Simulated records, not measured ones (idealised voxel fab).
Title: Process Module voxel released beams
cross-section cut | 285 nm wide | cells 5 nm
Cross-section = grid of square cells, listed top down in bands; band = one or more rows.
Within each band entry, the heights of the top and of the bottom of the band appear first, in that order and in nm; the materials of the band then follow from left to right, each with its corresponding width in nm. The designation "edge to edge" on a single material indicates that it fills the band from edge to edge; the designation "blank" indicates empty space.
Ref level 0: as-received wafer is one material below here. Bottom band extends down with no lower bound ("top 0, no bottom").
Per-row width for "30..40": begins at first number (top row of band), ends at second number (bottom row), increment between rows held constant.
Basically "no change" means that step didn't change any cell in the cross-section.
Listed in "Completely sealed voids": every empty space of 8 or more cells without an open way to the top. Form: width x height at distance, the distance being from the left edge, all in nm.
Whatever follows a step's settings on its line is a remark the simulator itself makes about that step.
If you see "overlay nm" on a step's line and that step has a mask, it's telling you how far right of where it was planned the mask ended up; a negative number means it went left instead.
The following list gives the planned process steps
1: RECEIVE (material Si)
2: CONFORMAL_DEP (material SiN; thk nm 5)
3: DIRECTIONAL_DEP (material SiO2; thk nm 10)
4: PATTERN (tone open; mask id ANCHOR; material resist; width nm 35; thk nm 15; overlay nm 0)
5: DIRECTIONAL_ETCH (etch materials SiO2; depth nm 10)
6: STRIP (etch materials resist)
7: CONFORMAL_DEP (material polySi; thk nm 15)
8: DIRECTIONAL_DEP (material aC; thk nm 10)
9: PATTERN (tone cover; mask id BEAM; material resist; width nm 115; thk nm 25; overlay nm 0)
10: DIRECTIONAL_ETCH (etch materials aC; depth nm 10)
11: STRIP (etch materials resist)
12: DIRECTIONAL_ETCH (etch materials polySi; depth nm 15)
13: STRIP (etch materials aC)
14: STRIP (etch materials SiO2)
Cross-section, incoming material, after step 1
- top 0, no bottom = Si edge to edge
- Completely sealed voids: none
Cross-section: first of two wafers, module finished, run according to plan
- top 30, bottom 20 = 80 of blank / 20 of polySi / 5 of blank / 90 of polySi / 90 of blank
- top 20, bottom 15 = 80 of blank / 115 of polySi / 90 of blank
- top 15, bottom 5 = 85 of blank / 35 of polySi / 165 of blank
- top 5, bottom 0 = SiN edge to edge
- top 0, no bottom = Si edge to edge
- Completely sealed voids: none
Cross-section at end of module for the second wafer of two, which matched the first in starting point and plan and differed by one mistake in its processing
- top 40, bottom 30 = 100 of SiN / 5 of blank / 180 of SiN
- top 30, bottom 20 = 100 of polySi / 5 of SiN / 180 of polySi
- top 20, bottom 15 = polySi edge to edge
- top 15, bottom 5 = 85 of SiO2 / 35 of polySi / 165 of SiO2
- top 5, bottom 0 = SiN edge to edge
- top 0, no bottom = Si edge to edge
- Completely sealed voids: none
Nonconformance to the process plan: contrary to plan, step 8 was performed as DIRECTIONAL_DEP (material SiN; thk nm 10)
Materials where the second wafer ends with more or fewer cells than the first: SiN +114, SiO2 +100, polySi +102
